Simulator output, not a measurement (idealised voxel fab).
You're looking at the process module voxel ribs on slabs.
Shown is cross-section cut, with a width of 175 nm and square cells of size 5 nm.
Throughout this document, each cross-section is represented as a grid of square cells and is presented as a sequence of bands enumerated from the top downward, where a band comprises one or more rows of cells.
What a band's entry tells you: where the top is and where the bottom is, as heights in nm, and after that what lies inside, material by material from left to right, each with its width in nm. Empty space is written as the word "blank", and a single material marked with the word "full width" occupies the band from edge to edge.
The level at which height equals 0 is the one under which the wafer, as it arrives, is entirely one material. No lower edge exists for the bottom band, which continues downward and is notated as in "0 -> down".
When a width is written as two numbers, as in "30->40", the first number is the width in the top row of cells of the band and the second is the width in its bottom row, and the width changes by the same amount from each row to the next.
"no alterations made" for a step: no cell of the cross-section changed in that step.
Basically, "Completely enclosed voids" tells you about the enclosed voids: empty spaces with no open way to the top, 8 cells or bigger, each written width x height at distance, where distance is from the left edge, all in nm.
Heads up: the bit after the settings on a step's line is the simulator's remark on that step.
overlay nm: right-of-plan distance of the mask on a masked step; negative values mean left-of-plan.
### This section lists the process steps that were planned
| 1 | RECEIVE [material Si] |
| 2 | DIRECTIONAL_DEP [material SiO2] [thk nm 25] |
| 3 | DIRECTIONAL_DEP [material SiN] [thk nm 15] |
| 4 | MASKED_ETCH [tone cover] [mask id RIB] [width nm 30] [etch materials SiN] [depth nm 10] [overlay nm 0] |
| 5 | DIRECTIONAL_DEP [material aC] [thk nm 10] |
| 6 | PATTERN [tone cover] [mask id SLAB] [material resist] [width nm 60] [thk nm 30] [overlay nm 0] |
| 7 | DIRECTIONAL_ETCH [etch materials aC] [depth nm 10] |
| 8 | STRIP [etch materials resist] |
| 9 | DIRECTIONAL_ETCH [etch materials SiN] [depth nm 5] |
| 10 | STRIP [etch materials aC] |
| 11 | FILL_DEP [material SiO2] [thk nm 20] |
| 12 | CMP [height nm 55] |
| 13 | DIRECTIONAL_DEP [material TiN] [thk nm 10] |
| 14 | MASKED_ETCH [tone cover] [mask id HEATER] [width nm 40] [etch materials TiN] [depth nm 10] [overlay nm 0] |
| 15 | CONFORMAL_DEP [material SiN] [thk nm 10] |
### Wafer as received: cross-section following step 1
	0 -> down  Si full width
	Completely enclosed voids: none
### Cross-sectional image of the first of two wafers at the end of the module, the run having proceeded as planned
	75 -> 65  55 blank, then 60 SiN, then 60 blank
	65 -> 55  65 SiN, then 40 TiN, then 70 SiN
	55 -> 40  SiO2 full width
	40 -> 30  70 SiO2, then 30 SiN, then 75 SiO2
	30 -> 25  55 SiO2, then 60 SiN, then 60 SiO2
	25 -> 0  SiO2 full width
	0 -> down  Si full width
	Completely enclosed voids: none
### Cross-sectional view: second of two wafers, end of module; start and plan identical to the first, one mistake in running
	75 -> 65  75 SiN, then 20 blank, then 80 SiN
	65 -> 55  65 TiN, then 40 SiN, then 70 TiN
	55 -> 40  SiO2 full width
	40 -> 30  70 SiO2, then 30 SiN, then 75 SiO2
	30 -> 25  55 SiO2, then 60 SiN, then 60 SiO2
	25 -> 0  SiO2 full width
	0 -> down  Si full width
	Completely enclosed voids: none
Short version of what went wrong: step 14 deviated from plan and actually ran as MASKED_ETCH [tone open] [mask id HEATER] [width nm 40] [etch materials TiN] [depth nm 10] [overlay nm 0]
Wrapping up, a cell-based count of both wafers puts the second over or under the first for these materials: +38 TiN
